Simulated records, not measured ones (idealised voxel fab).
The following is a process module called voxel released beams.
Cross-sectional view cut (width: 210 nm; square cell size: 5 nm).
In what follows, cross-sections appear as grids of square cells, described through bands that run from the top down, where every band is one or more rows of cells.
What a band's entry tells you: where the top is and where the bottom is, as heights in nm, and after that what lies inside, material by material from left to right, each with its width in nm. Empty space is written as the word "empty", and a single material marked with the word "everywhere" occupies the band from edge to edge.
Heights are expressed relative to 0, this being the level below which the as-received wafer comprises one material exclusively. The lowest band is unbounded in the downward direction and is denoted as in "from 0 down".
Top row gets the first number, bottom row gets the second, and each row in between changes by the same step: that is how a band width like "30->40" works.
Step note "changes: none" = no cross-section cell changed.
The entry titled "Closed-off voids" provides the empty spaces that have no open way to the top, restricted to those of 8 cells or more. Each is presented as width x height at distance, the distance being measured from the left edge, with all three in nm.
It should be noted that, on the line of a given step, the content following the step's settings is a remark produced by the simulator itself with respect to that step.
The setting "overlay nm" may be written on the line of a step. When the step uses a mask, the value reports how far to the right of the planned place the mask lay, and a negative value reports that it lay to the left.
# Below is the list of planned process steps
step 1: RECEIVE, material Si
step 2: CONFORMAL_DEP, material Al2O3, thk nm 10
step 3: DIRECTIONAL_DEP, material SiO2, thk nm 20
step 4: PATTERN, tone open, mask id ANCHOR, material resist, width nm 35, thk nm 20, overlay nm 0
step 5: DIRECTIONAL_ETCH, etch materials SiO2, depth nm 20
step 6: STRIP, etch materials resist
step 7: CONFORMAL_DEP, material polySi, thk nm 15
step 8: MASKED_ETCH, tone cover, mask id BEAM, width nm 115, etch materials polySi, depth nm 5, overlay nm 0
step 9: STRIP, etch materials SiO2
The plan's step 8 depth nm is the first wafer's value; the wafers differ in this setting and start identical.
# Received wafers, first of several: cross-section after step 1
    from 0 down | Si everywhere
    Closed-off voids: none
# first wafer at the end, after step 9
    from 45 to 40 | empty 45 nm, then polySi 20 nm, then empty 5 nm, then polySi 90 nm, then empty 50 nm
    from 40 to 30 | polySi 65 nm, then empty 5 nm, then polySi 140 nm
    from 30 to 25 | SiO2 50 nm, then polySi 15 nm, then empty 5 nm, then polySi 15 nm, then SiO2 125 nm
    from 25 to 10 | SiO2 50 nm, then polySi 35 nm, then SiO2 125 nm
    from 10 to 0 | Al2O3 everywhere
    from 0 down | Si everywhere
    Closed-off voids: none
# Module end, final wafer: cross-section
    from 45 to 30 | empty 45 nm, then polySi 20 nm, then empty 5 nm, then polySi 90 nm, then empty 50 nm
    from 30 to 25 | empty 50 nm, then polySi 15 nm, then empty 5 nm, then polySi 15 nm, then empty 125 nm
    from 25 to 10 | empty 50 nm, then polySi 35 nm, then empty 125 nm
    from 10 to 0 | Al2O3 everywhere
    from 0 down | Si everywhere
    Closed-off voids: none
# Basically each wafer gets a line in the table, showing it at the end of the module: material by material, the cells it gained (+) or lost (-) since we got it, then its closed voids
depth nm 5; +84 Al2O3; +140 SiO2; +131 polySi; Closed-off voids: none
depth nm 10; +84 Al2O3; +140 SiO2; +112 polySi; Closed-off voids: none
depth nm 15; +84 Al2O3; +93 polySi; Closed-off voids: none
depth nm 20; +84 Al2O3; +93 polySi; Closed-off voids: none
depth nm 25; +84 Al2O3; +93 polySi; Closed-off voids: none
depth nm 30; +84 Al2O3; +93 polySi; Closed-off voids: none
